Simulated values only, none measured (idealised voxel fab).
process module | voxel lift off
cross-section cut | 275 nm wide | cells 5 nm
A cross-section is a grid of square cells, given in bands from the top down. A band is one or more rows of cells.
Each band's line starts with the height of the band's top and of its bottom, in nm. Then come its materials from left to right, each with its width in nm. One material with "throughout" fills the band from edge to edge. "air" is empty space.
Height 0 is the level under which the wafer as received is all one material. The lowest band goes on downwards, as in "0 down".
A width such as "30 to 40" changes by the same amount from each row of cells to the next, from the band's top row to its bottom row.
"no change" after a step means that no cell of the cross-section changed.
closed voids: empty space of 8 cells or more with no open way to the top, each as width x height at its distance from the left edge, in nm
after a step's settings: what the simulator itself notes on the step
overlay nm, on a step with a mask: how far to the right of its planned place the mask lay; to the left if negative
plan
1 op RECEIVE | material Si
2 op CONFORMAL_DEP | material SiN | thk nm 15
3 op PATTERN | tone open | mask id LINES | material resist | width nm 30 | pitch nm 50 | thk nm 15 | overlay nm 0
4 op DIRECTIONAL_DEP | material Ru | thk nm 5
5 op STRIP | etch materials resist
6 op CONFORMAL_DEP | material SiN | thk nm 10
as received, after step 1
  0 down: Si throughout
  closed voids: none
a wafer at the end: this start, this plan, one mistake
  30 to 25: air 60 | Ru 150 | air 65
  25 to 15: Ru throughout
  15 to 0: SiN throughout
  0 down: Si throughout
  closed voids: none
what went wrong: step 6 ran as: op CONFORMAL_DEP | material Ru | thk nm 10
